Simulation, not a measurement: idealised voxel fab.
process module | voxel self aligned contacts
cross-section cut | 250 nm wide | cells 5 nm
A cross-section is a grid of square cells, given in bands from the top down. A band is one or more rows of cells.
Each band's line starts with the height of the band's top and of its bottom, in nm. Then come its materials from left to right, each with its width in nm. One material with "throughout" fills the band from edge to edge. "air" is empty space.
Height 0 is the level under which the wafer as received is all one material. The lowest band goes on downwards, as in "0 down".
A width such as "30 to 40" changes by the same amount from each row of cells to the next, from the band's top row to its bottom row.
"no change" after a step means that no cell of the cross-section changed.
closed voids: empty space of 8 cells or more with no open way to the top, each as width x height at its distance from the left edge, in nm
after a step's settings: what the simulator itself notes on the step
overlay nm, on a step with a mask: how far to the right of its planned place the mask lay; to the left if negative
plan
1 op RECEIVE | material Si
2 op OXIDIZE | depth nm 5
3 op DIRECTIONAL_DEP | material polySi | thk nm 25
4 op DIRECTIONAL_DEP | material SiN | thk nm 15
5 op PATTERN | tone cover | mask id GATE | material resist | width nm 35 | pitch nm 60 | thk nm 20 | overlay nm 0
6 op DIRECTIONAL_ETCH | etch materials SiN | depth nm 15
7 op DIRECTIONAL_ETCH | etch materials polySi | depth nm 25
8 op STRIP | etch materials resist
9 op CONFORMAL_DEP | material SiN | thk nm 5
10 op DIRECTIONAL_ETCH | etch materials SiN | depth nm 5
11 op FILL_DEP | material SiO2 | thk nm 20
12 op CMP | height nm 50
13 op DIRECTIONAL_DEP | material aC | thk nm 10
14 op PATTERN | tone open | mask id CONTACT | material resist | width nm 45 | thk nm 30 | overlay nm 0
15 op DIRECTIONAL_ETCH | etch materials aC | depth nm 10
16 op STRIP | etch materials resist
17 op DIRECTIONAL_ETCH | etch materials SiO2 | depth nm 55
18 op STRIP | etch materials aC
19 op CONFORMAL_DEP | material TiN | thk nm 5
20 op FILL_DEP | material W | thk nm 5
21 op CMP | height nm 50
22 op CONFORMAL_DEP | material SiN | thk nm 5
as received, after step 1
  0 down: Si throughout
  closed voids: none
a wafer at the end: this start, this plan, one mistake
  55 to 50: SiN throughout
  50 to 40: SiO2 100 | TiN 5 to 20 | W 35 to 5 | TiN 5 to 20 | SiO2 105
  40 to 25: SiO2 70 | SiN 45 | TiN 5 | W 5 | TiN 5 | SiN 45 | SiO2 75
  25 to 5: SiO2 70 | SiN 5 | polySi 35 | SiN 5 | TiN 5 | W 5 | TiN 5 | SiN 5 | polySi 35 | SiN 5 | SiO2 75
  5 to 0: SiO2 70 | SiN 5 | polySi 35 | SiN 5 | TiN 15 | SiN 5 | polySi 35 | SiN 5 | SiO2 75
  0 down: Si throughout
  closed voids: none
what went wrong: step 2 was left out
